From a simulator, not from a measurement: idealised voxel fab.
Process module under the name voxel gate over fins
The cross-section shown here is cut; it is 185 nm wide and divided into square cells measuring 5 nm on a side.
Reading order for cross-sections: top band down to bottom band. Underlying form: a grid of square cells. Band size: one or more rows of cells.
A band entry consists of two parts. The first gives the height of the band's top and the height of its bottom, in nm. The rest lists the band's materials from left to right, each with its width in nm. A single material labelled with the word "throughout" fills the band from edge to edge, and the word "empty" marks empty space.
Note: height 0 marks the level under which the wafer is uniformly one material as received. Lowest band unbounded below, written "0 and below".
It should be noted that a width expressed as "30->40" varies in equal increments from row to row of cells within the band, taking the value of the first number at the top row and that of the second number at the bottom row.
"remains unaltered" means the step left every cell of the cross-section as it was.
Each empty space that has no open way to the top and spans at least 8 cells appears under "Non-vented voids" as width x height at distance, the distance counted from the left edge, all in nm.
Where a step's line continues beyond its settings, the continuation is a remark by the simulator itself on that step.
overlay nm, on a step with a mask: how far to the right of its planned place the mask lay; to the left if negative

## The planned process steps are enumerated hereunder
step 1: RECEIVE,material Si
step 2: CONFORMAL_DEP,material SiN,thk nm 5
step 3: PATTERN,tone cover,mask id FINS,material resist,width nm 15,pitch nm 35,thk nm 20,overlay nm 0
step 4: DIRECTIONAL_ETCH,etch materials SiN,depth nm 5
step 5: DIRECTIONAL_ETCH,etch materials Si,depth nm 40
step 6: STRIP,etch materials resist
step 7: FILL_DEP,material SiO2,thk nm 10
step 8: CMP,height nm 5
step 9: SELECTIVE_ETCH,etch materials SiO2,depth nm 15
step 10: STRIP,etch materials SiN
step 11: CONFORMAL_DEP,material HfO2,thk nm 5
step 12: CONFORMAL_DEP,material TiN,thk nm 5
step 13: FILL_DEP,material W,thk nm 10
step 14: CMP,height nm 15
step 15: CONFORMAL_DEP,material SiCN,thk nm 10

## The first wafer of two, processed as planned

## Wafer at receipt (post step 1), cross-section
    0 and below: Si throughout
    Non-vented voids: none

## Take a look at the wafer's cross-section after step 2
    5 down to 0: SiN throughout
    Everything under 0 stays put, no change at all.

## Take a look at the wafer's cross-section after step 3
    25 down to 5: empty 50; resist 15; empty 20; resist 15; empty 20; resist 15; empty 50
    Everything under 5 stays put, no change at all.

## Take a look at the wafer's cross-section after step 4
    25 down to 5: empty 50; resist 15; empty 20; resist 15; empty 20; resist 15; empty 50
    5 down to 0: empty 50; SiN 15; empty 20; SiN 15; empty 20; SiN 15; empty 50
    Everything under 0 stays put, no change at all.

## Take a look at the wafer's cross-section after step 5
    25 down to 5: empty 50; resist 15; empty 20; resist 15; empty 20; resist 15; empty 50
    5 down to 0: empty 50; SiN 15; empty 20; SiN 15; empty 20; SiN 15; empty 50
    0 down to -40: empty 50; Si 15; empty 20; Si 15; empty 20; Si 15; empty 50
    Everything under -40 stays put, no change at all.

## Take a look at the wafer's cross-section after step 6
    5 down to 0: empty 50; SiN 15; empty 20; SiN 15; empty 20; SiN 15; empty 50
    Everything under 0 stays put, no change at all.

## Take a look at the wafer's cross-section after step 7
    15 down to 5: SiO2 throughout
    5 down to 0: SiO2 50; SiN 15; SiO2 20; SiN 15; SiO2 20; SiN 15; SiO2 50
    0 down to -40: SiO2 50; Si 15; SiO2 20; Si 15; SiO2 20; Si 15; SiO2 50
    Everything under -40 stays put, no change at all.

## Take a look at the wafer's cross-section after step 8
    5 down to 0: SiO2 50; SiN 15; SiO2 20; SiN 15; SiO2 20; SiN 15; SiO2 50
    Everything under 0 stays put, no change at all.

## Take a look at the wafer's cross-section after step 9
    5 down to 0: empty 50; SiN 15; empty 20; SiN 15; empty 20; SiN 15; empty 50
    0 down to -10: empty 50; Si 15; empty 20; Si 15; empty 20; Si 15; empty 50
    Everything under -10 stays put, no change at all.

## Take a look at the wafer's cross-section after step 10
    0 down to -10: empty 50; Si 15; empty 20; Si 15; empty 20; Si 15; empty 50
    Everything under -10 stays put, no change at all.

## Take a look at the wafer's cross-section after step 11
    5 down to 0: empty 45; HfO2 25; empty 10; HfO2 25; empty 10; HfO2 25; empty 45
    0 down to -5: empty 45; HfO2 5; Si 15; HfO2 5; empty 10; HfO2 5; Si 15; HfO2 5; empty 10; HfO2 5; Si 15; HfO2 5; empty 45
    -5 down to -10: HfO2 50; Si 15; HfO2 20; Si 15; HfO2 20; Si 15; HfO2 50
    Everything under -10 stays put, no change at all.

## Take a look at the wafer's cross-section after step 12
    10 down to 5: empty 40; TiN 105; empty 40
    5 down to 0: empty 40; TiN 5; HfO2 25; TiN 10; HfO2 25; TiN 10; HfO2 25; TiN 5; empty 40
    0 down to -5: TiN 45; HfO2 5; Si 15; HfO2 5; TiN 10; HfO2 5; Si 15; HfO2 5; TiN 10; HfO2 5; Si 15; HfO2 5; TiN 45
    Everything under -5 stays put, no change at all.

## Take a look at the wafer's cross-section after step 13
    20 down to 10: W throughout
    10 down to 5: W 40; TiN 105; W 40
    5 down to 0: W 40; TiN 5; HfO2 25; TiN 10; HfO2 25; TiN 10; HfO2 25; TiN 5; W 40
    Everything under 0 stays put, no change at all.

## Take a look at the wafer's cross-section after step 14
    15 down to 10: W throughout
    Everything under 10 stays put, no change at all.

## Take a look at the wafer's cross-section after step 15
    25 down to 15: SiCN throughout
    Everything under 15 stays put, no change at all.

## Second of two: same start, same plan, one run error; steps up to and including 2 match the first

## Second wafer profile in section, at the moment step 3 of the plan was meant to be complete
    25 down to 5: empty 50; resist 20; empty 15; resist 20; empty 15; resist 20; empty 45
    Everything under 5 stays put, no change at all.

## Second wafer profile in section, at the moment step 4 of the plan was meant to be complete
    25 down to 5: empty 50; resist 20; empty 15; resist 20; empty 15; resist 20; empty 45
    5 down to 0: empty 50; SiN 20; empty 15; SiN 20; empty 15; SiN 20; empty 45
    Everything under 0 stays put, no change at all.

## Second wafer profile in section, at the moment step 5 of the plan was meant to be complete
    25 down to 5: empty 50; resist 20; empty 15; resist 20; empty 15; resist 20; empty 45
    5 down to 0: empty 50; SiN 20; empty 15; SiN 20; empty 15; SiN 20; empty 45
    0 down to -40: empty 50; Si 20; empty 15; Si 20; empty 15; Si 20; empty 45
    Everything under -40 stays put, no change at all.

## Second wafer profile in section, at the moment step 6 of the plan was meant to be complete
    5 down to 0: empty 50; SiN 20; empty 15; SiN 20; empty 15; SiN 20; empty 45
    Everything under 0 stays put, no change at all.

## Second wafer profile in section, at the moment step 7 of the plan was meant to be complete
    15 down to 5: SiO2 throughout
    5 down to 0: SiO2 50; SiN 20; SiO2 15; SiN 20; SiO2 15; SiN 20; SiO2 45
    0 down to -40: SiO2 50; Si 20; SiO2 15; Si 20; SiO2 15; Si 20; SiO2 45
    Everything under -40 stays put, no change at all.

## Second wafer profile in section, at the moment step 8 of the plan was meant to be complete
    5 down to 0: SiO2 50; SiN 20; SiO2 15; SiN 20; SiO2 15; SiN 20; SiO2 45
    Everything under 0 stays put, no change at all.

## Second wafer profile in section, at the moment step 9 of the plan was meant to be complete
    5 down to 0: empty 50; SiN 20; empty 15; SiN 20; empty 15; SiN 20; empty 45
    0 down to -10: empty 50; Si 20; empty 15; Si 20; empty 15; Si 20; empty 45
    Everything under -10 stays put, no change at all.

## Second wafer profile in section, at the moment step 10 of the plan was meant to be complete
    0 down to -10: empty 50; Si 20; empty 15; Si 20; empty 15; Si 20; empty 45
    Everything under -10 stays put, no change at all.

## Second wafer profile in section, at the moment step 11 of the plan was meant to be complete
    5 down to 0: empty 45; HfO2 30; empty 5; HfO2 30; empty 5; HfO2 30; empty 40
    0 down to -5: empty 45; HfO2 5; Si 20; HfO2 5; empty 5; HfO2 5; Si 20; HfO2 5; empty 5; HfO2 5; Si 20; HfO2 5; empty 40
    -5 down to -10: HfO2 50; Si 20; HfO2 15; Si 20; HfO2 15; Si 20; HfO2 45
    Everything under -10 stays put, no change at all.

## Second wafer profile in section, at the moment step 12 of the plan was meant to be complete
    10 down to 5: empty 40; TiN 110; empty 35
    5 down to 0: empty 40; TiN 5; HfO2 30; TiN 5; HfO2 30; TiN 5; HfO2 30; TiN 5; empty 35
    0 down to -5: TiN 45; HfO2 5; Si 20; HfO2 5; TiN 5; HfO2 5; Si 20; HfO2 5; TiN 5; HfO2 5; Si 20; HfO2 5; TiN 40
    Everything under -5 stays put, no change at all.

## Second wafer profile in section, at the moment step 13 of the plan was meant to be complete
    20 down to 10: W throughout
    10 down to 5: W 40; TiN 110; W 35
    5 down to 0: W 40; TiN 5; HfO2 30; TiN 5; HfO2 30; TiN 5; HfO2 30; TiN 5; W 35
    Everything under 0 stays put, no change at all.

## Second wafer profile in section, at the moment step 14 of the plan was meant to be complete
    15 down to 10: W throughout
    Everything under 10 stays put, no change at all.

## Second wafer profile in section, at the moment step 15 of the plan was meant to be complete
    25 down to 15: SiCN throughout
    Everything under 15 stays put, no change at all.
Want to know what went wrong? note that step 3 departed from the planned setting and was carried out as PATTERN,tone cover,mask id FINS,material resist,width nm 20,pitch nm 35,thk nm 20,overlay nm 0
Final tally in cells, some materials are higher or lower on the second wafer than on the first: Si +24, SiO2 -18, TiN -4, W -2
